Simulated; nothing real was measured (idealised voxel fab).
The process module presented herein is designated voxel transistor to metal.
Shown is cross-section cut, with a width of 205 nm and square cells of size 5 nm.
Bands, listed from the top down, are how a cross-section gets written in this document; the cross-section itself is a grid of square cells, and a band is one or more rows of them. Each band's line starts with the height of the band's top and of its bottom, in nm. Then come its materials from left to right, each with its width in nm. One material with "full width" fills the band from edge to edge. "air" is empty space. Height datum 0, below which the as-received substrate wafer is one material. Lowest band open at the bottom, running downward: "0 -> down". It should be noted that a width expressed as "30..40" varies in equal increments from row to row of cells within the band, taking the value of the first number at the top row and that of the second number at the bottom row. The designation "changes: none", where it is given for a processing step, indicates that no cell of the cross-section was altered in the course of that step. Look at "Closed cavities" for the closed voids: empty spaces with no open path to the top, sized 8 cells or up. Each is width x height at distance, distance from the left edge, all nm. Whatever follows a step's settings on its line is a remark the simulator itself makes about that step. The setting "overlay nm" may be written on the line of a step. When the step uses a mask, the value reports how far to the right of the planned place the mask lay, and a negative value reports that it lay to the left. If you're wondering how to read the rest of this, here's the deal. It's pairs of cross-sections: one from before a process step, one from after it. The after one is only drawn as far down as the lowest band that changed. Right under each pair you'll see which step sits between them and what its settings were. Don't read the pairs as one continuous story, though. They can come from different runs of this module on the same starting wafer, and a pair only carries on from the one above it where its entry headed "Before step" says so.
**Before step**
    0 -> down: Si full width
    Closed cavities: none
**Step Result**
    0 -> -5: SiO2 full width
    Everything under -5 stays put, no change at all.
    Closed cavities: none
Quick note on the step between the two cross-sections above: OXIDIZE: depth nm 5
Before step: Please consult the pair immediately above; the cross-section it shows after its step is the state before this step.
**Step Result**
    10 -> 0: SiN full width
    Everything under 0 stays put, no change at all.
    Closed cavities: none
Quick note on the step between the two cross-sections above: CONFORMAL_DEP: material SiN, thk nm 10
Before step: Please consult the pair immediately above; the cross-section it shows after its step is the state before this step.
**Step Result**
    20 -> 10: aC full width
    Everything under 10 stays put, no change at all.
    Closed cavities: none
Quick note on the step between the two cross-sections above: DIRECTIONAL_DEP: material aC, thk nm 10
Before step: Please consult the pair immediately above; the cross-section it shows after its step is the state before this step.
**Step Result**
    45 -> 20: air=50  resist=100  air=55
    Everything under 20 stays put, no change at all.
    Closed cavities: none
Quick note on the step between the two cross-sections above: PATTERN: tone cover, mask id ACTIVE, material resist, width nm 100, thk nm 25, overlay nm 0
Before step: Please consult the pair immediately above; the cross-section it shows after its step is the state before this step.
**Step Result**
    35 -> 20: air=50  resist=100  air=55
    20 -> 10: air=50  aC=100  air=55
    Everything under 10 stays put, no change at all.
    Closed cavities: none
Quick note on the step between the two cross-sections above: DIRECTIONAL_ETCH: etch materials aC, depth nm 10
Before step: Please consult the pair immediately above; the cross-section it shows after its step is the state before this step.
**Step Result**
    20 -> 10: air=50  aC=100  air=55
    Everything under 10 stays put, no change at all.
    Closed cavities: none
Quick note on the step between the two cross-sections above: STRIP: etch materials resist
Before step: Please consult the pair immediately above; the cross-section it shows after its step is the state before this step.
**Step Result**
    20 -> 10: air=50  aC=100  air=55
    10 -> 0: air=50  SiN=100  air=55
    Everything under 0 stays put, no change at all.
    Closed cavities: none
Quick note on the step between the two cross-sections above: DIRECTIONAL_ETCH: etch materials SiN, depth nm 10
Before step: Please consult the pair immediately above; the cross-section it shows after its step is the state before this step.
**Step Result**
    20 -> 10: air=50  aC=100  air=55
    10 -> 0: air=50  SiN=100  air=55
    0 -> -5: air=50  SiO2=100  air=55
    Everything under -5 stays put, no change at all.
    Closed cavities: none
Quick note on the step between the two cross-sections above: DIRECTIONAL_ETCH: etch materials SiO2, depth nm 5
Before step: Please consult the pair immediately above; the cross-section it shows after its step is the state before this step.
**Step Result**
    20 -> 10: air=50  aC=100  air=55
    10 -> 0: air=50  SiN=100  air=55
    0 -> -5: air=50  SiO2=100  air=55
    -5 -> -40: air=50  Si=100  air=55
    Everything under -40 stays put, no change at all.
    Closed cavities: none
Quick note on the step between the two cross-sections above: DIRECTIONAL_ETCH: etch materials Si, depth nm 35
Before step: Please consult the pair immediately above; the cross-section it shows after its step is the state before this step.
**Step Result**
    10 -> 0: air=50  SiN=100  air=55
    Everything under 0 stays put, no change at all.
    Closed cavities: none
Quick note on the step between the two cross-sections above: STRIP: etch materials aC
Before step: Please consult the pair immediately above; the cross-section it shows after its step is the state before this step.
**Step Result**
    10 -> 0: air=50  SiN=100  air=55
    0 -> -5: air=50  SiO2=100  air=55
    -5 -> -40: air=50  SiO2=5  Si=90  SiO2=5  air=55
    -40 -> -45: SiO2=55  Si=90  SiO2=60
    Everything under -45 stays put, no change at all.
    Closed cavities: none
Quick note on the step between the two cross-sections above: OXIDIZE: depth nm 5
Before step: Please consult the pair immediately above; the cross-section it shows after its step is the state before this step.
**Step Result**
    15 -> 10: SiO2 full width
    10 -> 0: SiO2=50  SiN=100  SiO2=55
    0 -> -5: SiO2 full width
    -5 -> -45: SiO2=55  Si=90  SiO2=60
    Everything under -45 stays put, no change at all.
    Closed cavities: none
Quick note on the step between the two cross-sections above: FILL_DEP: material SiO2, thk nm 5
Before step: Please consult the pair immediately above; the cross-section it shows after its step is the state before this step.
**Step Result**
    10 -> 0: SiO2=50  SiN=100  SiO2=55
    Everything under 0 stays put, no change at all.
    Closed cavities: none
Quick note on the step between the two cross-sections above: CMP: height nm 10
Before step: Please consult the pair immediately above; the cross-section it shows after its step is the state before this step.
**Step Result**
    10 -> 0: air=50  SiN=100  air=55
    Everything under 0 stays put, no change at all.
    Closed cavities: none
Quick note on the step between the two cross-sections above: SELECTIVE_ETCH: etch materials SiO2, depth nm 10
Before step: Please consult the pair immediately above; the cross-section it shows after its step is the state before this step.
**Step Result**
    0 -> -5: SiO2 full width
    Everything under -5 stays put, no change at all.
    Closed cavities: none
Quick note on the step between the two cross-sections above: STRIP: etch materials SiN
Before step: Please consult the pair immediately above; the cross-section it shows after its step is the state before this step.
**Step Result**
    -5 -> -45: SiO2=55  Si=90  SiO2=60
    Everything under -45 stays put, no change at all.
    Closed cavities: none
Quick note on the step between the two cross-sections above: SELECTIVE_ETCH: etch materials SiO2, depth nm 5
Before step: Please consult the pair immediately above; the cross-section it shows after its step is the state before this step.
**Step Result**
    -5 -> -10: SiO2 full width
    Everything under -10 stays put, no change at all.
    Closed cavities: none
Quick note on the step between the two cross-sections above: OXIDIZE: depth nm 5
Before step: Please consult the pair immediately above; the cross-section it shows after its step is the state before this step.
**Step Result**
    15 -> -5: polySi full width
    Everything under -5 stays put, no change at all.
    Closed cavities: none
Quick note on the step between the two cross-sections above: DIRECTIONAL_DEP: material polySi, thk nm 20
Before step: Please consult the pair immediately above; the cross-section it shows after its step is the state before this step.
**Step Result**
    30 -> 15: SiCN full width
    Everything under 15 stays put, no change at all.
    Closed cavities: none
Quick note on the step between the two cross-sections above: DIRECTIONAL_DEP: material SiCN, thk nm 15
Before step: Please consult the pair immediately above; the cross-section it shows after its step is the state before this step.
**Step Result**
    45 -> 30: air=85  resist=30  air=90
    Everything under 30 stays put, no change at all.
    Closed cavities: none
Quick note on the step between the two cross-sections above: PATTERN: tone cover, mask id GATE, material resist, width nm 30, thk nm 15, overlay nm 0
Before step: Please consult the pair immediately above; the cross-section it shows after its step is the state before this step.
**Step Result**
    45 -> 30: air=85  resist=30  air=90
    30 -> 15: air=85  SiCN=30  air=90
    Everything under 15 stays put, no change at all.
    Closed cavities: none
Quick note on the step between the two cross-sections above: DIRECTIONAL_ETCH: etch materials SiCN, depth nm 25
Before step: Please consult the pair immediately above; the cross-section it shows after its step is the state before this step.
**Step Result**
    45 -> 30: air=85  resist=30  air=90
    30 -> 15: air=85  SiCN=30  air=90
    15 -> -5: air=85  polySi=30  air=90
    Everything under -5 stays put, no change at all.
    Closed cavities: none
Quick note on the step between the two cross-sections above: DIRECTIONAL_ETCH: etch materials polySi, depth nm 30
Before step: Please consult the pair immediately above; the cross-section it shows after its step is the state before this step.
**Step Result**
    30 -> 15: air=85  SiCN=30  air=90
    Everything under 15 stays put, no change at all.
    Closed cavities: none
Quick note on the step between the two cross-sections above: STRIP: etch materials resist
Before step: Please consult the pair immediately above; the cross-section it shows after its step is the state before this step.
**Step Result**
    40 -> 30: air=75  SiN=50  air=80
    30 -> 15: air=75  SiN=10  SiCN=30  SiN=10  air=80
    15 -> 5: air=75  SiN=10  polySi=30  SiN=10  air=80
    5 -> -5: SiN=85  polySi=30  SiN=90
    Everything under -5 stays put, no change at all.
    Closed cavities: none
Quick note on the step between the two cross-sections above: CONFORMAL_DEP: material SiN, thk nm 10
Before step: Please consult the pair immediately above; the cross-section it shows after its step is the state before this step.
**Step Result**
    30 -> 15: air=75  SiN=10  SiCN=30  SiN=10  air=80
    15 -> -5: air=75  SiN=10  polySi=30  SiN=10  air=80
    Everything under -5 stays put, no change at all.
    Closed cavities: none
Quick note on the step between the two cross-sections above: DIRECTIONAL_ETCH: etch materials SiN, depth nm 10
Before step: Please consult the pair immediately above; the cross-section it shows after its step is the state before this step.
**Step Result**
    30 -> 15: air=75  SiN=10  SiCN=30  SiN=10  air=80
    15 -> -5: air=75  SiN=10  polySi=30  SiN=10  air=80
    -5 -> -10: air=75  SiO2=50  air=80
    Everything under -10 stays put, no change at all.
    Closed cavities: none
Quick note on the step between the two cross-sections above: DIRECTIONAL_ETCH: etch materials SiO2, depth nm 5
Before step: Please consult the pair immediately above; the cross-section it shows after its step is the state before this step.
**Step Result**
    30 -> 15: air=75  SiN=10  SiCN=30  SiN=10  air=80
    15 -> -5: air=75  SiN=10  polySi=30  SiN=10  air=80
    -5 -> -10: air=75  SiO2=50  air=80
    -10 -> -20: SiO2=55  air=20  Si=50  air=20  SiO2=60
    Everything under -20 stays put, no change at all.
    Closed cavities: none
Quick note on the step between the two cross-sections above: DIRECTIONAL_ETCH: etch materials Si, depth nm 10
Before step: Please consult the pair immediately above; the cross-section it shows after its step is the state before this step.
**Step Result**
    30 -> 15: air=75  SiN=10  SiCN=30  SiN=10  air=80
    15 -> 5: air=75  SiN=10  polySi=30  SiN=10  air=80
    5 -> -5: air=60  nSi=15  SiN=10  polySi=30  SiN=10  nSi=15  air=65
    -5 -> -10: air=50  nSi=25  SiO2=50  nSi=25  air=55
    -10 -> -20: SiO2=55  nSi=20  Si=50  nSi=20  SiO2=60
    Everything under -20 stays put, no change at all.
    Closed cavities: none
Quick note on the step between the two cross-sections above: EPI: material nSi, thk nm 15
Before step: Please consult the pair immediately above; the cross-section it shows after its step is the state before this step.
**Step Result**
    35 -> 30: SiO2 full width
    30 -> 15: SiO2=75  SiN=10  SiCN=30  SiN=10  SiO2=80
    15 -> 5: SiO2=75  SiN=10  polySi=30  SiN=10  SiO2=80
    5 -> -5: SiO2=60  nSi=15  SiN=10  polySi=30  SiN=10  nSi=15  SiO2=65
    -5 -> -10: SiO2=50  nSi=25  SiO2=50  nSi=25  SiO2=55
    Everything under -10 stays put, no change at all.
    Closed cavities: none
Quick note on the step between the two cross-sections above: FILL_DEP: material SiO2, thk nm 5
Before step: Please consult the pair immediately above; the cross-section it shows after its step is the state before this step.
**Step Result**
    15 -> 5: SiO2=75  SiN=10  polySi=30  SiN=10  SiO2=80
    Everything under 5 stays put, no change at all.
    Closed cavities: none
Quick note on the step between the two cross-sections above: CMP: height nm 15
Before step: Please consult the pair immediately above; the cross-section it shows after its step is the state before this step.
**Step Result**
    15 -> 5: SiO2=75  SiN=10  air=30  SiN=10  SiO2=80
    5 -> -5: SiO2=60  nSi=15  SiN=10  air=30  SiN=10  nSi=15  SiO2=65
    Everything under -5 stays put, no change at all.
    Closed cavities: none
Quick note on the step between the two cross-sections above: STRIP: etch materials polySi
Before step: Please consult the pair immediately above; the cross-section it shows after its step is the state before this step.
**Step Result**
    15 -> 10: air=75  SiN=10  air=30  SiN=10  air=80
    10 -> 5: SiO2=75  SiN=10  air=30  SiN=10  SiO2=80
    5 -> -5: SiO2=60  nSi=15  SiN=10  air=30  SiN=10  nSi=15  SiO2=65
    -5 -> -10: SiO2=50  nSi=25  SiO2=5  air=40  SiO2=5  nSi=25  SiO2=55
    Everything under -10 stays put, no change at all.
    Closed cavities: none
Quick note on the step between the two cross-sections above: SELECTIVE_ETCH: etch materials SiO2, depth nm 5
Before step: Please consult the pair immediately above; the cross-section it shows after its step is the state before this step.
**Step Result**
    20 -> 15: air=70  HfO2=20  air=20  HfO2=20  air=75
    15 -> 10: HfO2=75  SiN=10  HfO2=5  air=20  HfO2=5  SiN=10  HfO2=80
    10 -> 5: SiO2=75  SiN=10  HfO2=5  air=20  HfO2=5  SiN=10  SiO2=80
    5 -> -5: SiO2=60  nSi=15  SiN=10  HfO2=5  air=20  HfO2=5  SiN=10  nSi=15  SiO2=65
    -5 -> -10: SiO2=50  nSi=25  SiO2=5  HfO2=40  SiO2=5  nSi=25  SiO2=55
    Everything under -10 stays put, no change at all.
    Closed cavities: none
Quick note on the step between the two cross-sections above: CONFORMAL_DEP: material HfO2, thk nm 5
Before step: Please consult the pair immediately above; the cross-section it shows after its step is the state before this step.
**Step Result**
    25 -> 20: air=65  TiN=30  air=10  TiN=30  air=70
    20 -> 15: TiN=70  HfO2=20  TiN=5  air=10  TiN=5  HfO2=20  TiN=75
    15 -> 10: HfO2=75  SiN=10  HfO2=5  TiN=5  air=10  TiN=5  HfO2=5  SiN=10  HfO2=80
    10 -> 5: SiO2=75  SiN=10  HfO2=5  TiN=5  air=10  TiN=5  HfO2=5  SiN=10  SiO2=80
    5 -> 0: SiO2=60  nSi=15  SiN=10  HfO2=5  TiN=5  air=10  TiN=5  HfO2=5  SiN=10  nSi=15  SiO2=65
    0 -> -5: SiO2=60  nSi=15  SiN=10  HfO2=5  TiN=20  HfO2=5  SiN=10  nSi=15  SiO2=65
    Everything under -5 stays put, no change at all.
    Closed cavities: none
Quick note on the step between the two cross-sections above: CONFORMAL_DEP: material TiN, thk nm 5
Before step: Please consult the pair immediately above; the cross-section it shows after its step is the state before this step.
**Step Result**
    30 -> 25: W full width
    25 -> 20: W=65  TiN=30  W=10  TiN=30  W=70
    20 -> 15: TiN=70  HfO2=20  TiN=5  W=10  TiN=5  HfO2=20  TiN=75
    15 -> 10: HfO2=75  SiN=10  HfO2=5  TiN=5  W=10  TiN=5  HfO2=5  SiN=10  HfO2=80
    10 -> 5: SiO2=75  SiN=10  HfO2=5  TiN=5  W=10  TiN=5  HfO2=5  SiN=10  SiO2=80
    5 -> 0: SiO2=60  nSi=15  SiN=10  HfO2=5  TiN=5  W=10  TiN=5  HfO2=5  SiN=10  nSi=15  SiO2=65
    Everything under 0 stays put, no change at all.
    Closed cavities: none
Quick note on the step between the two cross-sections above: FILL_DEP: material W, thk nm 5
Before step: Please consult the pair immediately above; the cross-section it shows after its step is the state before this step.
**Step Result**
    10 -> 5: SiO2=75  SiN=10  HfO2=5  TiN=5  W=10  TiN=5  HfO2=5  SiN=10  SiO2=80
    Everything under 5 stays put, no change at all.
    Closed cavities: none
Quick note on the step between the two cross-sections above: CMP: height nm 10
Before step: Please consult the pair immediately above; the cross-section it shows after its step is the state before this step.
**Step Result**
    20 -> 10: SiO2 full width
    Everything under 10 stays put, no change at all.
    Closed cavities: none
Quick note on the step between the two cross-sections above: DIRECTIONAL_DEP: material SiO2, thk nm 10
Before step: Please consult the pair immediately above; the cross-section it shows after its step is the state before this step.
**Step Result**
    40 -> 20: resist=55  air=15  resist=60  air=15  resist=60
    Everything under 20 stays put, no change at all.
    Closed cavities: none
Quick note on the step between the two cross-sections above: PATTERN: tone open, mask id CONTACT, material resist, width nm 15, pitch nm 75, thk nm 20, overlay nm 0
Before step: Please consult the pair immediately above; the cross-section it shows after its step is the state before this step.
**Step Result**
    40 -> 20: resist=55  air=15  resist=60  air=15  resist=60
    20 -> 10: SiO2=55  air=15  SiO2=60  air=15  SiO2=60
    10 -> 5: SiO2=55  air=15  SiO2=5  SiN=10  HfO2=5  TiN=5  W=10  TiN=5  HfO2=5  SiN=10  SiO2=5  air=15  SiO2=60
    5 -> 0: SiO2=55  air=5  nSi=15  SiN=10  HfO2=5  TiN=5  W=10  TiN=5  HfO2=5  SiN=10  nSi=15  air=5  SiO2=60
    0 -> -5: SiO2=55  air=5  nSi=15  SiN=10  HfO2=5  TiN=20  HfO2=5  SiN=10  nSi=15  air=5  SiO2=60
    Everything under -5 stays put, no change at all.
    Closed cavities: none
Quick note on the step between the two cross-sections above: DIRECTIONAL_ETCH: etch materials SiO2, depth nm 25
Before step: Please consult the pair immediately above; the cross-section it shows after its step is the state before this step.
**Step Result**
    20 -> 10: SiO2=55  air=15  SiO2=60  air=15  SiO2=60
    Everything under 10 stays put, no change at all.
    Closed cavities: none
Quick note on the step between the two cross-sections above: STRIP: etch materials resist
Before step: Please consult the pair immediately above; the cross-section it shows after its step is the state before this step.
**Step Result**
    25 -> 20: TiN=60  air=5  TiN=70  air=5  TiN=65
    20 -> 10: SiO2=55  TiN=5  air=5  TiN=5  SiO2=60  TiN=5  air=5  TiN=5  SiO2=60
    10 -> 5: SiO2=55  TiN=15  SiO2=5  SiN=10  HfO2=5  TiN=5  W=10  TiN=5  HfO2=5  SiN=10  SiO2=5  TiN=15  SiO2=60
    5 -> 0: SiO2=55  TiN=5  nSi=15  SiN=10  HfO2=5  TiN=5  W=10  TiN=5  HfO2=5  SiN=10  nSi=15  TiN=5  SiO2=60
    0 -> -5: SiO2=55  TiN=5  nSi=15  SiN=10  HfO2=5  TiN=20  HfO2=5  SiN=10  nSi=15  TiN=5  SiO2=60
    Everything under -5 stays put, no change at all.
    Closed cavities: none
Quick note on the step between the two cross-sections above: CONFORMAL_DEP: material TiN, thk nm 5
Before step: Please consult the pair immediately above; the cross-section it shows after its step is the state before this step.
**Step Result**
    35 -> 25: Ru full width
    25 -> 20: TiN=60  Ru=5  TiN=70  Ru=5  TiN=65
    20 -> 10: SiO2=55  TiN=5  Ru=5  TiN=5  SiO2=60  TiN=5  Ru=5  TiN=5  SiO2=60
    Everything under 10 stays put, no change at all.
    Closed cavities: none
Quick note on the step between the two cross-sections above: FILL_DEP: material Ru, thk nm 10
Before step: Please consult the pair immediately above; the cross-section it shows after its step is the state before this step.
**Step Result**
    20 -> 10: SiO2=55  TiN=5  Ru=5  TiN=5  SiO2=60  TiN=5  Ru=5  TiN=5  SiO2=60
    Everything under 10 stays put, no change at all.
    Closed cavities: none
Quick note on the step between the two cross-sections above: CMP: height nm 20
Before step: Please consult the pair immediately above; the cross-section it shows after its step is the state before this step.
**Step Result**
    25 -> 20: TiN full width
    Everything under 20 stays put, no change at all.
    Closed cavities: none
Quick note on the step between the two cross-sections above: DIRECTIONAL_DEP: material TiN, thk nm 5
Before step: Please consult the pair immediately above; the cross-section it shows after its step is the state before this step.
**Step Result**
    45 -> 25: Ru full width
    Everything under 25 stays put, no change at all.
    Closed cavities: none
Quick note on the step between the two cross-sections above: DIRECTIONAL_DEP: material Ru, thk nm 20
Before step: Please consult the pair immediately above; the cross-section it shows after its step is the state before this step.
**Step Result**
    55 -> 45: aC full width
    Everything under 45 stays put, no change at all.
    Closed cavities: none
Quick note on the step between the two cross-sections above: DIRECTIONAL_DEP: material aC, thk nm 10
Before step: Please consult the pair immediately above; the cross-section it shows after its step is the state before this step.
**Step Result**
    80 -> 55: air=55  resist=15  air=60  resist=15  air=60
    Everything under 55 stays put, no change at all.
    Closed cavities: none
Quick note on the step between the two cross-sections above: PATTERN: tone cover, mask id METAL_1, material resist, width nm 15, pitch nm 75, thk nm 25, overlay nm 0
Before step: Please consult the pair immediately above; the cross-section it shows after its step is the state before this step.
**Step Result**
    70 -> 55: air=55  resist=15  air=60  resist=15  air=60
    55 -> 45: air=55  aC=15  air=60  aC=15  air=60
    Everything under 45 stays put, no change at all.
    Closed cavities: none
Quick note on the step between the two cross-sections above: DIRECTIONAL_ETCH: etch materials aC, depth nm 10
Before step: Please consult the pair immediately above; the cross-section it shows after its step is the state before this step.
**Step Result**
    55 -> 45: air=55  aC=15  air=60  aC=15  air=60
    Everything under 45 stays put, no change at all.
    Closed cavities: none
Quick note on the step between the two cross-sections above: STRIP: etch materials resist
Before step: Please consult the pair immediately above; the cross-section it shows after its step is the state before this step.
**Step Result**
    55 -> 45: air=55  aC=15  air=60  aC=15  air=60
    45 -> 25: air=55  Ru=15  air=60  Ru=15  air=60
    Everything under 25 stays put, no change at all.
    Closed cavities: none
Quick note on the step between the two cross-sections above: DIRECTIONAL_ETCH: etch materials Ru, depth nm 20
Before step: Please consult the pair immediately above; the cross-section it shows after its step is the state before this step.
**Step Result**
    55 -> 45: air=55  aC=15  air=60  aC=15  air=60
    45 -> 25: air=55  Ru=15  air=60  Ru=15  air=60
    25 -> 20: air=55  TiN=15  air=60  TiN=15  air=60
    Everything under 20 stays put, no change at all.
    Closed cavities: none
Quick note on the step between the two cross-sections above: DIRECTIONAL_ETCH: etch materials TiN, depth nm 5
Before step: Please consult the pair immediately above; the cross-section it shows after its step is the state before this step.
**Step Result**
    45 -> 25: air=55  Ru=15  air=60  Ru=15  air=60
    Everything under 25 stays put, no change at all.
    Closed cavities: none
Quick note on the step between the two cross-sections above: STRIP: etch materials aC
Before step: Please consult the pair immediately above; the cross-section it shows after its step is the state before this step.
**Step Result**
    50 -> 45: air=50  SiN=25  air=50  SiN=25  air=55
    45 -> 25: air=50  SiN=5  Ru=15  SiN=5  air=50  SiN=5  Ru=15  SiN=5  air=55
    25 -> 20: SiN=55  TiN=15  SiN=60  TiN=15  SiN=60
    Everything under 20 stays put, no change at all.
    Closed cavities: none
Quick note on the step between the two cross-sections above: CONFORMAL_DEP: material SiN, thk nm 5
Before step: Please consult the pair immediately above; the cross-section it shows after its step is the state before this step.
**Step Result**
    60 -> 50: lowk full width
    50 -> 45: lowk=50  SiN=25  lowk=50  SiN=25  lowk=55
    45 -> 25: lowk=50  SiN=5  Ru=15  SiN=5  lowk=50  SiN=5  Ru=15  SiN=5  lowk=55
    Everything under 25 stays put, no change at all.
    Closed cavities: none
Quick note on the step between the two cross-sections above: FILL_DEP: material lowk, thk nm 10
Before step: Please consult the pair immediately above; the cross-section it shows after its step is the state before this step.
**Step Result**
    45 -> 25: lowk=50  SiN=5  Ru=15  SiN=5  lowk=50  SiN=5  Ru=15  SiN=5  lowk=55
    Everything under 25 stays put, no change at all.
    Closed cavities: none
Quick note on the step between the two cross-sections above: CMP: height nm 45
Before step: Please consult the pair immediately above; the cross-section it shows after its step is the state before this step.
**Step Result**
    50 -> 45: SiCN full width
    Everything under 45 stays put, no change at all.
    Closed cavities: none
Quick note on the step between the two cross-sections above: CONFORMAL_DEP: material SiCN, thk nm 5
Before step: Please consult the pair immediately above; the cross-section it shows after its step is the state before this step.
**Step Result**
    80 -> 50: lowk full width
    Everything under 50 stays put, no change at all.
    Closed cavities: none
Quick note on the step between the two cross-sections above: DIRECTIONAL_DEP: material lowk, thk nm 30
Before step: Please consult the pair immediately above; the cross-section it shows after its step is the state before this step.
**Step Result**
    100 -> 80: resist=55  air=15  resist=60  air=15  resist=60
    Everything under 80 stays put, no change at all.
    Closed cavities: none
Quick note on the step between the two cross-sections above: PATTERN: tone open, mask id METAL_2, material resist, width nm 15, pitch nm 75, thk nm 20, overlay nm 0
Before step: Please consult the pair immediately above; the cross-section it shows after its step is the state before this step.
**Step Result**
    100 -> 80: resist=55  air=15  resist=60  air=15  resist=60
    80 -> 65: lowk=55  air=15  lowk=60  air=15  lowk=60
    Everything under 65 stays put, no change at all.
    Closed cavities: none
Quick note on the step between the two cross-sections above: DIRECTIONAL_ETCH: etch materials lowk, depth nm 15
Before step: Please consult the pair immediately above; the cross-section it shows after its step is the state before this step.
**Step Result**
    80 -> 65: lowk=55  air=15  lowk=60  air=15  lowk=60
    Everything under 65 stays put, no change at all.
    Closed cavities: none
Quick note on the step between the two cross-sections above: STRIP: etch materials resist
Before step: Please consult the pair immediately above; the cross-section it shows after its step is the state before this step.
**Step Result**
    100 -> 80: resist=55  air=15  resist=60  air=15  resist=60
    Everything under 80 stays put, no change at all.
    Closed cavities: none
Quick note on the step between the two cross-sections above: PATTERN: tone open, mask id METAL_2_HOLES, material resist, width nm 15, pitch nm 75, thk nm 20, overlay nm 0
Before step: Please consult the pair immediately above; the cross-section it shows after its step is the state before this step.
**Step Result**
    100 -> 80: resist=55  air=15  resist=60  air=15  resist=60
    80 -> 50: lowk=55  air=15  lowk=60  air=15  lowk=60
    Everything under 50 stays put, no change at all.
    Closed cavities: none
Quick note on the step between the two cross-sections above: DIRECTIONAL_ETCH: etch materials lowk, depth nm 15
Before step: Please consult the pair immediately above; the cross-section it shows after its step is the state before this step.
**Step Result**
    100 -> 80: resist=55  air=15  resist=60  air=15  resist=60
    80 -> 50: lowk=55  air=15  lowk=60  air=15  lowk=60
    50 -> 45: SiCN=55  air=15  SiCN=60  air=15  SiCN=60
    Everything under 45 stays put, no change at all.
    Closed cavities: none
Quick note on the step between the two cross-sections above: DIRECTIONAL_ETCH: etch materials SiCN, depth nm 5
Before step: Please consult the pair immediately above; the cross-section it shows after its step is the state before this step.
**Step Result**
    80 -> 50: lowk=55  air=15  lowk=60  air=15  lowk=60
    Everything under 50 stays put, no change at all.
    Closed cavities: none
Quick note on the step between the two cross-sections above: STRIP: etch materials resist
Before step: Please consult the pair immediately above; the cross-section it shows after its step is the state before this step.
**Step Result**
    85 -> 80: TiN=60  air=5  TiN=70  air=5  TiN=65
    80 -> 50: lowk=55  TiN=5  air=5  TiN=5  lowk=60  TiN=5  air=5  TiN=5  lowk=60
    50 -> 45: SiCN=55  TiN=15  SiCN=60  TiN=15  SiCN=60
    Everything under 45 stays put, no change at all.
    Closed cavities: none
Quick note on the step between the two cross-sections above: CONFORMAL_DEP: material TiN, thk nm 5
Before step: Please consult the pair immediately above; the cross-section it shows after its step is the state before this step.
**Step Result**
    90 -> 85: Ru full width
    85 -> 80: TiN=60  Ru=5  TiN=70  Ru=5  TiN=65
    80 -> 50: lowk=55  TiN=5  Ru=5  TiN=5  lowk=60  TiN=5  Ru=5  TiN=5  lowk=60
    Everything under 50 stays put, no change at all.
    Closed cavities: none
Quick note on the step between the two cross-sections above: FILL_DEP: material Ru, thk nm 5
Before step: Please consult the pair immediately above; the cross-section it shows after its step is the state before this step.
**Step Result**
    80 -> 50: lowk=55  TiN=5  Ru=5  TiN=5  lowk=60  TiN=5  Ru=5  TiN=5  lowk=60
    Everything under 50 stays put, no change at all.
    Closed cavities: none
Quick note on the step between the two cross-sections above: CMP: height nm 80
Before step: Please consult the pair immediately above; the cross-section it shows after its step is the state before this step.
**Step Result**
    85 -> 80: SiN full width
    Everything under 80 stays put, no change at all.
    Closed cavities: none
Quick note on the step between the two cross-sections above: CONFORMAL_DEP: material SiN, thk nm 5
**Before step**
    15 -> 10: air=75  SiN=10  air=30  SiN=10  air=80
    10 -> 5: SiO2=75  SiN=10  air=30  SiN=10  SiO2=80
    5 -> -5: SiO2=60  nSi=15  SiN=10  air=30  SiN=10  nSi=15  SiO2=65
    -5 -> -10: SiO2=50  nSi=25  SiO2=5  air=40  SiO2=5  nSi=25  SiO2=55
    -10 -> -20: SiO2=55  nSi=20  Si=50  nSi=20  SiO2=60
    -20 -> -45: SiO2=55  Si=90  SiO2=60
    -45 -> down: Si full width
    Closed cavities: none
**Step Result**
    20 -> 15: air=70  TiN=20  air=20  TiN=20  air=75
    15 -> 10: TiN=75  SiN=10  TiN=5  air=20  TiN=5  SiN=10  TiN=80
    10 -> 5: SiO2=75  SiN=10  TiN=5  air=20  TiN=5  SiN=10  SiO2=80
    5 -> -5: SiO2=60  nSi=15  SiN=10  TiN=5  air=20  TiN=5  SiN=10  nSi=15  SiO2=65
    -5 -> -10: SiO2=50  nSi=25  SiO2=5  TiN=40  SiO2=5  nSi=25  SiO2=55
    Everything under -10 stays put, no change at all.
    Closed cavities: none
Quick note on the step between the two cross-sections above: CONFORMAL_DEP: material TiN, thk nm 5
Before step: Please consult the pair immediately above; the cross-section it shows after its step is the state before this step.
**Step Result**
    25 -> 20: W full width
    20 -> 15: W=70  TiN=20  W=20  TiN=20  W=75
    15 -> 10: TiN=75  SiN=10  TiN=5  W=20  TiN=5  SiN=10  TiN=80
    10 -> 5: SiO2=75  SiN=10  TiN=5  W=20  TiN=5  SiN=10  SiO2=80
    5 -> -5: SiO2=60  nSi=15  SiN=10  TiN=5  W=20  TiN=5  SiN=10  nSi=15  SiO2=65
    Everything under -5 stays put, no change at all.
    Closed cavities: none
Quick note on the step between the two cross-sections above: FILL_DEP: material W, thk nm 5
Before step: Please consult the pair immediately above; the cross-section it shows after its step is the state before this step.
**Step Result**
    10 -> 5: SiO2=75  SiN=10  TiN=5  W=20  TiN=5  SiN=10  SiO2=80
    Everything under 5 stays put, no change at all.
    Closed cavities: none
Quick note on the step between the two cross-sections above: CMP: height nm 10
Before step: Please consult the pair immediately above; the cross-section it shows after its step is the state before this step.
**Step Result**
    20 -> 10: SiO2 full width
    Everything under 10 stays put, no change at all.
    Closed cavities: none
Quick note on the step between the two cross-sections above: DIRECTIONAL_DEP: material SiO2, thk nm 10
Before step: Please consult the pair immediately above; the cross-section it shows after its step is the state before this step.
**Step Result**
    40 -> 20: resist=55  air=15  resist=60  air=15  resist=60
    Everything under 20 stays put, no change at all.
    Closed cavities: none
Quick note on the step between the two cross-sections above: PATTERN: tone open, mask id CONTACT, material resist, width nm 15, pitch nm 75, thk nm 20, overlay nm 0
Before step: Please consult the pair immediately above; the cross-section it shows after its step is the state before this step.
**Step Result**
    40 -> 20: resist=55  air=15  resist=60  air=15  resist=60
    20 -> 10: SiO2=55  air=15  SiO2=60  air=15  SiO2=60
    10 -> 5: SiO2=55  air=15  SiO2=5  SiN=10  TiN=5  W=20  TiN=5  SiN=10  SiO2=5  air=15  SiO2=60
    5 -> -5: SiO2=55  air=5  nSi=15  SiN=10  TiN=5  W=20  TiN=5  SiN=10  nSi=15  air=5  SiO2=60
    Everything under -5 stays put, no change at all.
    Closed cavities: none
Quick note on the step between the two cross-sections above: DIRECTIONAL_ETCH: etch materials SiO2, depth nm 25
Before step: Please consult the pair immediately above; the cross-section it shows after its step is the state before this step.
**Step Result**
    20 -> 10: SiO2=55  air=15  SiO2=60  air=15  SiO2=60
    Everything under 10 stays put, no change at all.
    Closed cavities: none
Quick note on the step between the two cross-sections above: STRIP: etch materials resist
